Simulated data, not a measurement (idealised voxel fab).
Module name: voxel wiring stack (process module)
We display cut, a cross-section 160 nm in width whose square cells are each 5 nm.
How to read a cross-section here: the picture is a grid of square cells, written as bands going from the top down, and any band can span one or more rows of cells.
Heads up on the band format: heights come first, top then bottom, in nm. After that it's the materials left to right, each with its width in nm. A single material flagged "everywhere" fills the whole band edge to edge, and "empty" means there's empty space there.
Height 0 is the level under which the wafer as received is all one material. The lowest band goes on downwards, as in "from 0 down".
Read "30 to 40" as a graded width: first number on top, second number at the bottom, same change between each pair of neighbouring rows.
"left unchanged" -> step changed no cross-section cell.
"Enclosed void catalog": empty spaces of 8 cells or more with no open way to the top, each given as width x height at distance, distance from the left edge, all in nm.
Step line, after settings: the simulator's comment on this step.
overlay nm: step with mask; distance mask lay right of planned place; negative value = left of planned place.
Steps planned for the process
1,RECEIVE | material Si
2,CONFORMAL_DEP | material SiO2 | thk nm 15
3,DIRECTIONAL_DEP | material TiN | thk nm 5
4,DIRECTIONAL_DEP | material W | thk nm 25
5,PATTERN | tone cover | mask id METAL_1 | material resist | width nm 20 | pitch nm 40 | thk nm 20 | overlay nm 0
6,DIRECTIONAL_ETCH | etch materials W | depth nm 25
7,DIRECTIONAL_ETCH | etch materials TiN | depth nm 5
8,STRIP | etch materials resist
9,FILL_DEP | material lowk | thk nm 10
10,CMP | height nm 45
11,CONFORMAL_DEP | material SiCN | thk nm 5
12,DIRECTIONAL_DEP | material lowk | thk nm 30
13,DIRECTIONAL_DEP | material aC | thk nm 15
14,PATTERN | tone open | mask id METAL_2 | material resist | width nm 20 | pitch nm 40 | thk nm 30 | overlay nm 0
15,DIRECTIONAL_ETCH | etch materials aC | depth nm 15
16,STRIP | etch materials resist
17,DIRECTIONAL_ETCH | etch materials lowk | depth nm 15
18,STRIP | etch materials aC
19,MASKED_ETCH | tone open | mask id METAL_2_HOLES | width nm 15 | pitch nm 40 | etch materials lowk | depth nm 15 | overlay nm 0
20,MASKED_ETCH | tone open | mask id METAL_2_HOLES | width nm 15 | pitch nm 40 | etch materials SiCN | depth nm 5 | overlay nm 0
21,CONFORMAL_DEP | material TiN | thk nm 5
22,FILL_DEP | material Cu | thk nm 10
23,CMP | height nm 80
24,CONFORMAL_DEP | material SiN | thk nm 5
The first of two wafers, run as planned
As received, after step 1
	from 0 down  Si everywhere
	Enclosed void catalog: none
Step 2 complete: cross-section through the wafer
	from 15 to 0  SiO2 everywhere
	Beneath the level 0, the cross-section is identical to its previous state.
Step 3 complete: cross-section through the wafer
	from 20 to 15  TiN everywhere
	Beneath the level 15, the cross-section is identical to its previous state.
Step 4 complete: cross-section through the wafer
	from 45 to 20  W everywhere
	Beneath the level 20, the cross-section is identical to its previous state.
Step 5 complete: cross-section through the wafer
	from 65 to 45  50 empty; 20 resist; 20 empty; 20 resist; 50 empty
	Beneath the level 45, the cross-section is identical to its previous state.
Step 6 complete: cross-section through the wafer
	from 65 to 45  50 empty; 20 resist; 20 empty; 20 resist; 50 empty
	from 45 to 20  50 empty; 20 W; 20 empty; 20 W; 50 empty
	Beneath the level 20, the cross-section is identical to its previous state.
Step 7 complete: cross-section through the wafer
	from 65 to 45  50 empty; 20 resist; 20 empty; 20 resist; 50 empty
	from 45 to 20  50 empty; 20 W; 20 empty; 20 W; 50 empty
	from 20 to 15  50 empty; 20 TiN; 20 empty; 20 TiN; 50 empty
	Beneath the level 15, the cross-section is identical to its previous state.
Step 8 complete: cross-section through the wafer
	from 45 to 20  50 empty; 20 W; 20 empty; 20 W; 50 empty
	Beneath the level 20, the cross-section is identical to its previous state.
Step 9 complete: cross-section through the wafer
	from 55 to 45  lowk everywhere
	from 45 to 20  50 lowk; 20 W; 20 lowk; 20 W; 50 lowk
	from 20 to 15  50 lowk; 20 TiN; 20 lowk; 20 TiN; 50 lowk
	Beneath the level 15, the cross-section is identical to its previous state.
Step 10 complete: cross-section through the wafer
	from 45 to 20  50 lowk; 20 W; 20 lowk; 20 W; 50 lowk
	Beneath the level 20, the cross-section is identical to its previous state.
Step 11 complete: cross-section through the wafer
	from 50 to 45  SiCN everywhere
	Beneath the level 45, the cross-section is identical to its previous state.
Step 12 complete: cross-section through the wafer
	from 80 to 50  lowk everywhere
	Beneath the level 50, the cross-section is identical to its previous state.
Step 13 complete: cross-section through the wafer
	from 95 to 80  aC everywhere
	Beneath the level 80, the cross-section is identical to its previous state.
Step 14 complete: cross-section through the wafer
	from 125 to 95  50 resist; 20 empty; 20 resist; 20 empty; 50 resist
	Beneath the level 95, the cross-section is identical to its previous state.
Step 15 complete: cross-section through the wafer
	from 110 to 95  50 resist; 20 empty; 20 resist; 20 empty; 50 resist
	from 95 to 80  50 aC; 20 empty; 20 aC; 20 empty; 50 aC
	Beneath the level 80, the cross-section is identical to its previous state.
Step 16 complete: cross-section through the wafer
	from 95 to 80  50 aC; 20 empty; 20 aC; 20 empty; 50 aC
	Beneath the level 80, the cross-section is identical to its previous state.
Step 17 complete: cross-section through the wafer
	from 95 to 80  50 aC; 20 empty; 20 aC; 20 empty; 50 aC
	from 80 to 65  50 lowk; 20 empty; 20 lowk; 20 empty; 50 lowk
	Beneath the level 65, the cross-section is identical to its previous state.
Step 18 complete: cross-section through the wafer
	from 80 to 65  50 lowk; 20 empty; 20 lowk; 20 empty; 50 lowk
	Beneath the level 65, the cross-section is identical to its previous state.
Step 19 complete: cross-section through the wafer
	from 80 to 65  50 lowk; 20 empty; 20 lowk; 20 empty; 50 lowk
	from 65 to 50  50 lowk; 15 empty; 25 lowk; 15 empty; 55 lowk
	Beneath the level 50, the cross-section is identical to its previous state.
Step 20 complete: cross-section through the wafer
	from 80 to 65  50 lowk; 20 empty; 20 lowk; 20 empty; 50 lowk
	from 65 to 50  50 lowk; 15 empty; 25 lowk; 15 empty; 55 lowk
	from 50 to 45  50 SiCN; 15 empty; 25 SiCN; 15 empty; 55 SiCN
	Beneath the level 45, the cross-section is identical to its previous state.
Step 21 complete: cross-section through the wafer
	from 85 to 80  55 TiN; 10 empty; 30 TiN; 10 empty; 55 TiN
	from 80 to 70  50 lowk; 5 TiN; 10 empty; 5 TiN; 20 lowk; 5 TiN; 10 empty; 5 TiN; 50 lowk
	from 70 to 65  50 lowk; 5 TiN; 5 empty; 10 TiN; 20 lowk; 5 TiN; 5 empty; 10 TiN; 50 lowk
	from 65 to 50  50 lowk; 5 TiN; 5 empty; 5 TiN; 25 lowk; 5 TiN; 5 empty; 5 TiN; 55 lowk
	from 50 to 45  50 SiCN; 15 TiN; 25 SiCN; 15 TiN; 55 SiCN
	Beneath the level 45, the cross-section is identical to its previous state.
Step 22 complete: cross-section through the wafer
	from 95 to 85  Cu everywhere
	from 85 to 80  55 TiN; 10 Cu; 30 TiN; 10 Cu; 55 TiN
	from 80 to 70  50 lowk; 5 TiN; 10 Cu; 5 TiN; 20 lowk; 5 TiN; 10 Cu; 5 TiN; 50 lowk
	from 70 to 65  50 lowk; 5 TiN; 5 Cu; 10 TiN; 20 lowk; 5 TiN; 5 Cu; 10 TiN; 50 lowk
	from 65 to 50  50 lowk; 5 TiN; 5 Cu; 5 TiN; 25 lowk; 5 TiN; 5 Cu; 5 TiN; 55 lowk
	Beneath the level 50, the cross-section is identical to its previous state.
Step 23 complete: cross-section through the wafer
	from 80 to 70  50 lowk; 5 TiN; 10 Cu; 5 TiN; 20 lowk; 5 TiN; 10 Cu; 5 TiN; 50 lowk
	Beneath the level 70, the cross-section is identical to its previous state.
Step 24 complete: cross-section through the wafer
	from 85 to 80  SiN everywhere
	Beneath the level 80, the cross-section is identical to its previous state.
Second wafer: same start and same plan as the first, one execution error; identical to the first through step 18
Cross-section, second wafer, at the end time the plan gives for step 19
	from 80 to 65  45 lowk; 25 empty; 15 lowk; 25 empty; 50 lowk
	from 65 to 50  50 lowk; 20 empty; 20 lowk; 20 empty; 50 lowk
	Beneath the level 50, the cross-section is identical to its previous state.
Cross-section, second wafer, at the end time the plan gives for step 20
	from 80 to 65  45 lowk; 25 empty; 15 lowk; 25 empty; 50 lowk
	from 65 to 50  50 lowk; 20 empty; 20 lowk; 20 empty; 50 lowk
	from 50 to 45  50 SiCN; 15 empty; 25 SiCN; 15 empty; 55 SiCN
	Beneath the level 45, the cross-section is identical to its previous state.
Cross-section, second wafer, at the end time the plan gives for step 21
	from 85 to 80  50 TiN; 15 empty; 25 TiN; 15 empty; 55 TiN
	from 80 to 70  45 lowk; 5 TiN; 15 empty; 5 TiN; 15 lowk; 5 TiN; 15 empty; 5 TiN; 50 lowk
	from 70 to 65  45 lowk; 10 TiN; 10 empty; 5 TiN; 15 lowk; 10 TiN; 10 empty; 5 TiN; 50 lowk
	from 65 to 55  50 lowk; 5 TiN; 10 empty; 5 TiN; 20 lowk; 5 TiN; 10 empty; 5 TiN; 50 lowk
	from 55 to 50  50 lowk; 5 TiN; 5 empty; 10 TiN; 20 lowk; 5 TiN; 5 empty; 10 TiN; 50 lowk
	from 50 to 45  50 SiCN; 15 TiN; 25 SiCN; 15 TiN; 55 SiCN
	Beneath the level 45, the cross-section is identical to its previous state.
Cross-section, second wafer, at the end time the plan gives for step 22
	from 95 to 85  Cu everywhere
	from 85 to 80  50 TiN; 15 Cu; 25 TiN; 15 Cu; 55 TiN
	from 80 to 70  45 lowk; 5 TiN; 15 Cu; 5 TiN; 15 lowk; 5 TiN; 15 Cu; 5 TiN; 50 lowk
	from 70 to 65  45 lowk; 10 TiN; 10 Cu; 5 TiN; 15 lowk; 10 TiN; 10 Cu; 5 TiN; 50 lowk
	from 65 to 55  50 lowk; 5 TiN; 10 Cu; 5 TiN; 20 lowk; 5 TiN; 10 Cu; 5 TiN; 50 lowk
	from 55 to 50  50 lowk; 5 TiN; 5 Cu; 10 TiN; 20 lowk; 5 TiN; 5 Cu; 10 TiN; 50 lowk
	Beneath the level 50, the cross-section is identical to its previous state.
Cross-section, second wafer, at the end time the plan gives for step 23
	from 80 to 70  45 lowk; 5 TiN; 15 Cu; 5 TiN; 15 lowk; 5 TiN; 15 Cu; 5 TiN; 50 lowk
	Beneath the level 70, the cross-section is identical to its previous state.
Cross-section, second wafer, at the end time the plan gives for step 24
	from 85 to 80  SiN everywhere
	Beneath the level 80, the cross-section is identical to its previous state.
Finding, execution versus plan: contrary to plan, step 19 was performed as MASKED_ETCH | tone open | mask id METAL_2_HOLES | width nm 25 | pitch nm 40 | etch materials lowk | depth nm 15 | overlay nm 0
End check, counted in cells, second wafer has more or fewer of these materials than the first: +10 Cu; +2 TiN; -12 lowk
